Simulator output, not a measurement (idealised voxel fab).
Herein follows the process module entitled voxel spacer lines.
The cross-section on display is named cut; it measures 220 nm wide, and its cells are 5 nm squares.
In this document a cross-section is written as a grid of square cells. It is given as a series of bands, listed from the top down, and a band is one or more rows of cells.
Heads up on the band format: heights come first, top then bottom, in nm. After that it's the materials left to right, each with its width in nm. A single material flagged "full width" fills the whole band edge to edge, and "blank" means there's empty space there.
Below 0: as-received wafer, all one material; heights counted from there. Lowest band: no bottom, goes on down, written "0 down".
The two numbers in a width such as "30 to 40" mark its ends across the band: the first belongs to the top row of cells, the second to the bottom row, and from each row to the next the width moves by the same amount.
No cell of the cross-section changed in a step that is given as "nothing got changed".
The entry titled "Unvented cavities" provides the empty spaces that have no open way to the top, restricted to those of 8 cells or more. Each is presented as width x height at distance, the distance being measured from the left edge, with all three in nm.
Past the settings on a step's line: simulator remark, on that step.
Among the settings permitted on a step's line is "overlay nm"; applied to a step with a mask, it specifies the extent to which the mask lay to the right of its planned position, whereas a negative figure signifies a position to the left.
[So here's the lineup of process steps we planned]
1) RECEIVE (material Si)
2) CONFORMAL_DEP (material Al2O3; thk nm 10)
3) DIRECTIONAL_DEP (material TiN; thk nm 15)
4) DIRECTIONAL_DEP (material aC; thk nm 30)
5) PATTERN (tone cover; mask id MANDREL; material resist; width nm 25; pitch nm 80; thk nm 40; overlay nm 0)
6) DIRECTIONAL_ETCH (etch materials aC; depth nm 30)
7) STRIP (etch materials resist)
8) CONFORMAL_DEP (material SiN; thk nm 15)
9) DIRECTIONAL_ETCH (etch materials SiN; depth nm 15)
10) STRIP (etch materials aC)
11) DIRECTIONAL_ETCH (etch materials TiN; depth nm 15)
12) STRIP (etch materials SiN)
13) FILL_DEP (material SiO2; thk nm 10)
14) CMP (height nm 25)
[Step 1 complete: cross-section of the wafer as received]
- 0 down | Si full width
- Unvented cavities: none
[Wafer cross-section at end of module: start and plan as shown above, one execution error]
- 25 to 15 | SiO2 full width
- 15 to 0 | TiN 15 nm, then SiO2 25 nm, then TiN 15 nm, then SiO2 25 nm, then TiN 15 nm, then SiO2 25 nm, then TiN 15 nm, then SiO2 25 nm, then TiN 15 nm, then SiO2 25 nm, then TiN 15 nm, then SiO2 5 nm
- 0 down | Si full width
- Unvented cavities: none
Misprocessing identified: heads up, step 2 of the plan was skipped and never actually ran
